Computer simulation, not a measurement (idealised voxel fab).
Name of the process module below: voxel ribs on slabs
FYI the section here is cut, 250 nm wide, cells are 5 nm squares.
Bands, listed from the top down, are how a cross-section gets written in this document; the cross-section itself is a grid of square cells, and a band is one or more rows of them.
Basically the band line says how high the top is and how high the bottom is, in nm, and then what's in it from left to right, every material with its width in nm. Empty space shows up as "air", and if a single material carries "all across" it runs the full band edge to edge.
Basically, 0 is our baseline, since under it the wafer straight out of the box is all one material. The bottom band has no lower end and keeps on going down, so it looks like "z 0 and below".
The expression "30->40" gives the width at the extremes of the band, the first number at its top row of cells and the second at its bottom row, with the width changing by equal amounts from each row to the next in between.
"stayed the same", as given for a step, is the statement that not any cell of the cross-section underwent a change during that step.
Unvented voids: empty space of 8 cells or more with no open way to the top, each as width x height at its distance from the left edge, in nm
On each step's line, the part that comes after the settings is the simulator's own comment on the step.
When a step includes a mask, the "overlay nm" setting on its line states how far to the right of its planned place that mask lay, and negative values state how far to the left.

THESE ARE THE STEPS WE PLANNED FOR THE PROCESS
1. RECEIVE [material Si]
2. DIRECTIONAL_DEP [material SiO2] [thk nm 20]
3. DIRECTIONAL_DEP [material polySi] [thk nm 15]
4. DIRECTIONAL_DEP [material aC] [thk nm 15]
5. PATTERN [tone cover] [mask id RIB] [material resist] [width nm 25] [thk nm 35] [overlay nm 0]
6. DIRECTIONAL_ETCH [etch materials aC] [depth nm 15]
7. STRIP [etch materials resist]
8. DIRECTIONAL_ETCH [etch materials polySi] [depth nm 10]
9. STRIP [etch materials aC]
10. PATTERN [tone cover] [mask id SLAB] [material resist] [width nm 75] [thk nm 20] [overlay nm 0]
11. DIRECTIONAL_ETCH [etch materials polySi] [depth nm 5]
12. STRIP [etch materials resist]
13. FILL_DEP [material SiO2] [thk nm 15]
14. CMP [height nm 45]
15. DIRECTIONAL_DEP [material W] [thk nm 10]
16. MASKED_ETCH [tone cover] [mask id HEATER] [width nm 35] [etch materials W] [depth nm 10] [overlay nm 0]
17. CONFORMAL_DEP [material SiN] [thk nm 5]

AS-RECEIVED STATE OF THE WAFER IN CROSS-SECTION, EQUIVALENT TO POST-STEP 1
- z 0 and below = Si all across
- Unvented voids: none

FINAL WAFER PROFILE IN CROSS-SECTION AFTER THE MODULE, FROM THE SAME START AND PLAN AS ABOVE, WITH ONE MISTAKE MADE DURING PROCESSING
- z 60 to 55 = 100 air | 45 SiN | 105 air
- z 55 to 50 = 100 air | 5 SiN | 35 W | 5 SiN | 105 air
- z 50 to 45 = 105 SiN | 35 W | 110 SiN
- z 45 to 35 = aC all across
- z 35 to 25 = 110 aC | 25 polySi | 115 aC
- z 25 to 20 = 85 aC | 75 polySi | 90 aC
- z 20 to 0 = SiO2 all across
- z 0 and below = Si all across
- Unvented voids: none
The mistake made against the process plan was this: step 13 was run on a setting that differed from the plan, and what really ran there is FILL_DEP [material aC] [thk nm 15]
